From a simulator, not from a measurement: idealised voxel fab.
process module | voxel wiring stack
cross-section cut | 250 nm wide | cells 5 nm
A cross-section is a grid of square cells, given in bands from the top down. A band is one or more rows of cells.
Each band's line starts with the height of the band's top and of its bottom, in nm. Then come its materials from left to right, each with its width in nm. One material with "throughout" fills the band from edge to edge. "air" is empty space.
Height 0 is the level under which the wafer as received is all one material. The lowest band goes on downwards, as in "0 down".
A width such as "30 to 40" changes by the same amount from each row of cells to the next, from the band's top row to its bottom row.
"no change" after a step means that no cell of the cross-section changed.
closed voids: empty space of 8 cells or more with no open way to the top, each as width x height at its distance from the left edge, in nm
after a step's settings: what the simulator itself notes on the step
overlay nm, on a step with a mask: how far to the right of its planned place the mask lay; to the left if negative
plan
1 op RECEIVE | material Si
2 op CONFORMAL_DEP | material SiO2 | thk nm 10
3 op CONFORMAL_DEP | material SiN | thk nm 5
4 op DIRECTIONAL_DEP | material SiO2 | thk nm 15
5 op MASKED_ETCH | tone open | mask id METAL_1 | width nm 25 | pitch nm 50 | etch materials SiO2 | depth nm 15 | overlay nm 0
6 op MASKED_ETCH | tone open | mask id METAL_1 | width nm 25 | pitch nm 50 | etch materials SiN | depth nm 5 | overlay nm 0
7 op CONFORMAL_DEP | material TiN | thk nm 5
8 op FILL_DEP | material Cu | thk nm 10
9 op CMP | height nm 30
10 op EPI | material Ru | thk nm 5
11 op FILL_DEP | material SiCN | thk nm 5
12 op DIRECTIONAL_DEP | material lowk | thk nm 15
13 op MASKED_ETCH | tone open | mask id PLUG_1 | width nm 15 | pitch nm 50 | etch materials lowk | depth nm 15 | overlay nm 0
14 op MASKED_ETCH | tone open | mask id PLUG_1 | width nm 15 | pitch nm 50 | etch materials SiCN | depth nm 5 | overlay nm 0
15 op EPI | material Ru | thk nm 10
16 op EPI | material Ru | thk nm 10
17 op CONFORMAL_DEP | material SiN | thk nm 5
18 op DIRECTIONAL_DEP | material SiO2 | thk nm 25
19 op PATTERN | tone open | mask id METAL_2 | material resist | width nm 25 | pitch nm 50 | thk nm 20 | overlay nm 0
20 op DIRECTIONAL_ETCH | etch materials SiO2 | depth nm 25
21 op DIRECTIONAL_ETCH | etch materials SiN | depth nm 5
22 op STRIP | etch materials resist
23 op CONFORMAL_DEP | material TiN | thk nm 5
24 op FILL_DEP | material Cu | thk nm 5
25 op CMP | height nm 85
26 op CONFORMAL_DEP | material SiN | thk nm 5
first wafer, as planned
as received, after step 1
  0 down: Si throughout
  closed voids: none
after step 2
  10 to 0: SiO2 throughout
  below 0: unchanged
after step 3
  15 to 10: SiN throughout
  below 10: unchanged
after step 4
  30 to 15: SiO2 throughout
  below 15: unchanged
after step 5
  30 to 15: SiO2 85 | air 25 | SiO2 25 | air 25 | SiO2 90
  below 15: unchanged
after step 6
  30 to 15: SiO2 85 | air 25 | SiO2 25 | air 25 | SiO2 90
  15 to 10: SiN 85 | air 25 | SiN 25 | air 25 | SiN 90
  below 10: unchanged
after step 7
  35 to 30: TiN 90 | air 15 | TiN 35 | air 15 | TiN 95
  30 to 15: SiO2 85 | TiN 5 | air 15 | TiN 5 | SiO2 25 | TiN 5 | air 15 | TiN 5 | SiO2 90
  15 to 10: SiN 85 | TiN 25 | SiN 25 | TiN 25 | SiN 90
  below 10: unchanged
after step 8
  45 to 35: Cu throughout
  35 to 30: TiN 90 | Cu 15 | TiN 35 | Cu 15 | TiN 95
  30 to 15: SiO2 85 | TiN 5 | Cu 15 | TiN 5 | SiO2 25 | TiN 5 | Cu 15 | TiN 5 | SiO2 90
  below 15: unchanged
after step 9
  30 to 15: SiO2 85 | TiN 5 | Cu 15 | TiN 5 | SiO2 25 | TiN 5 | Cu 15 | TiN 5 | SiO2 90
  below 15: unchanged
after step 10
  35 to 30: air 80 | Ru 35 | air 15 | Ru 35 | air 85
  below 30: unchanged
after step 11
  40 to 35: SiCN throughout
  35 to 30: SiCN 80 | Ru 35 | SiCN 15 | Ru 35 | SiCN 85
  below 30: unchanged
after step 12
  55 to 40: lowk throughout
  below 40: unchanged
after step 13
  55 to 40: lowk 85 | air 15 | lowk 35 | air 15 | lowk 100
  below 40: unchanged
after step 14
  55 to 40: lowk 85 | air 15 | lowk 35 | air 15 | lowk 100
  40 to 35: SiCN 85 | air 15 | SiCN 35 | air 15 | SiCN 100
  below 35: unchanged
after step 15
  55 to 45: lowk 85 | air 15 | lowk 35 | air 15 | lowk 100
  45 to 40: lowk 85 | Ru 15 | lowk 35 | Ru 15 | lowk 100
  40 to 30: SiCN 85 to 80 | Ru 15 to 35 | SiCN 35 to 15 | Ru 15 to 35 | SiCN 100 to 85
  below 30: unchanged
after step 16
  55 to 40: lowk 85 | Ru 15 | lowk 35 | Ru 15 | lowk 100
  below 40: unchanged
after step 17
  60 to 55: SiN throughout
  below 55: unchanged
after step 18
  85 to 60: SiO2 throughout
  below 60: unchanged
after step 19
  105 to 85: resist 85 | air 25 | resist 25 | air 25 | resist 90
  below 85: unchanged
after step 20
  105 to 85: resist 85 | air 25 | resist 25 | air 25 | resist 90
  85 to 60: SiO2 85 | air 25 | SiO2 25 | air 25 | SiO2 90
  below 60: unchanged
after step 21
  105 to 85: resist 85 | air 25 | resist 25 | air 25 | resist 90
  85 to 60: SiO2 85 | air 25 | SiO2 25 | air 25 | SiO2 90
  60 to 55: SiN 85 | air 25 | SiN 25 | air 25 | SiN 90
  below 55: unchanged
after step 22
  85 to 60: SiO2 85 | air 25 | SiO2 25 | air 25 | SiO2 90
  below 60: unchanged
after step 23
  90 to 85: TiN 90 | air 15 | TiN 35 | air 15 | TiN 95
  85 to 60: SiO2 85 | TiN 5 | air 15 | TiN 5 | SiO2 25 | TiN 5 | air 15 | TiN 5 | SiO2 90
  60 to 55: SiN 85 | TiN 25 | SiN 25 | TiN 25 | SiN 90
  below 55: unchanged
after step 24
  95 to 90: Cu throughout
  90 to 85: TiN 90 | Cu 15 | TiN 35 | Cu 15 | TiN 95
  85 to 60: SiO2 85 | TiN 5 | Cu 15 | TiN 5 | SiO2 25 | TiN 5 | Cu 15 | TiN 5 | SiO2 90
  below 60: unchanged
after step 25
  85 to 60: SiO2 85 | TiN 5 | Cu 15 | TiN 5 | SiO2 25 | TiN 5 | Cu 15 | TiN 5 | SiO2 90
  below 60: unchanged
after step 26
  90 to 85: SiN throughout
  below 85: unchanged
second wafer: like start, like plan, one mistake. Through step 3 it matches the first wafer
when step 4 should have ended
  30 to 15: lowk throughout
  below 15: unchanged
when step 5 should have ended: no change
when step 6 should have ended: no change
when step 7 should have ended
  35 to 30: TiN throughout
  below 30: unchanged
when step 8 should have ended
  45 to 35: Cu throughout
  below 35: unchanged
when step 9 should have ended
  30 to 15: lowk throughout
  below 15: unchanged
when step 10 should have ended: no change
when step 11 should have ended
  35 to 30: SiCN throughout
  below 30: unchanged
when step 12 should have ended
  50 to 35: lowk throughout
  below 35: unchanged
when step 13 should have ended
  50 to 35: lowk 85 | air 15 | lowk 35 | air 15 | lowk 100
  below 35: unchanged
when step 14 should have ended
  50 to 35: lowk 85 | air 15 | lowk 35 | air 15 | lowk 100
  35 to 30: SiCN 85 | air 15 | SiCN 35 | air 15 | SiCN 100
  below 30: unchanged
when step 15 should have ended: no change
when step 16 should have ended: no change
when step 17 should have ended
  55 to 50: SiN 90 | air 5 | SiN 45 | air 5 | SiN 105
  50 to 35: lowk 85 | SiN 5 | air 5 | SiN 5 | lowk 35 | SiN 5 | air 5 | SiN 5 | lowk 100
  35 to 30: SiCN 85 | SiN 15 | SiCN 35 | SiN 15 | SiCN 100
  below 30: unchanged
when step 18 should have ended
  80 to 60: SiO2 90 | air 5 | SiO2 45 | air 5 | SiO2 105
  60 to 55: SiO2 throughout
  55 to 50: SiN 90 | SiO2 5 | SiN 45 | SiO2 5 | SiN 105
  50 to 35: lowk 85 | SiN 5 | SiO2 5 | SiN 5 | lowk 35 | SiN 5 | SiO2 5 | SiN 5 | lowk 100
  below 35: unchanged
when step 19 should have ended
  100 to 80: resist 85 | air 25 | resist 25 | air 25 | resist 90
  below 80: unchanged
when step 20 should have ended
  100 to 80: resist 85 | air 25 | resist 25 | air 25 | resist 90
  80 to 55: SiO2 85 | air 25 | SiO2 25 | air 25 | SiO2 90
  55 to 50: SiN 90 | air 5 | SiN 45 | air 5 | SiN 105
  50 to 35: lowk 85 | SiN 5 | air 5 | SiN 5 | lowk 35 | SiN 5 | air 5 | SiN 5 | lowk 100
  below 35: unchanged
when step 21 should have ended
  100 to 80: resist 85 | air 25 | resist 25 | air 25 | resist 90
  80 to 55: SiO2 85 | air 25 | SiO2 25 | air 25 | SiO2 90
  55 to 50: SiN 85 | air 25 | SiN 25 | air 25 | SiN 90
  50 to 35: lowk 85 | SiN 5 | air 5 | SiN 5 | lowk 35 | SiN 5 | air 5 | SiN 5 | lowk 100
  35 to 30: SiCN 85 | SiN 5 | air 5 | SiN 5 | SiCN 35 | SiN 5 | air 5 | SiN 5 | SiCN 100
  below 30: unchanged
when step 22 should have ended
  80 to 55: SiO2 85 | air 25 | SiO2 25 | air 25 | SiO2 90
  below 55: unchanged
when step 23 should have ended
  85 to 80: TiN 90 | air 15 | TiN 35 | air 15 | TiN 95
  80 to 55: SiO2 85 | TiN 5 | air 15 | TiN 5 | SiO2 25 | TiN 5 | air 15 | TiN 5 | SiO2 90
  55 to 50: SiN 85 | TiN 25 | SiN 25 | TiN 25 | SiN 90
  50 to 35: lowk 85 | SiN 5 | TiN 5 | SiN 5 | lowk 35 | SiN 5 | TiN 5 | SiN 5 | lowk 100
  35 to 30: SiCN 85 | SiN 5 | TiN 5 | SiN 5 | SiCN 35 | SiN 5 | TiN 5 | SiN 5 | SiCN 100
  below 30: unchanged
when step 24 should have ended
  90 to 85: Cu throughout
  85 to 80: TiN 90 | Cu 15 | TiN 35 | Cu 15 | TiN 95
  80 to 55: SiO2 85 | TiN 5 | Cu 15 | TiN 5 | SiO2 25 | TiN 5 | Cu 15 | TiN 5 | SiO2 90
  below 55: unchanged
when step 25 should have ended
  85 to 80: TiN 90 | Cu 15 | TiN 35 | Cu 15 | TiN 95
  below 80: unchanged
when step 26 should have ended
  90 to 85: SiN throughout
  below 85: unchanged
what went wrong: step 4 ran as: op DIRECTIONAL_DEP | material lowk | thk nm 15
at the end the second wafer has, in cells: 12 fewer of Cu | 38 fewer of Ru | 36 fewer of SiCN | 26 more of SiN | 120 fewer of SiO2 | 30 more of TiN | 150 more of lowk
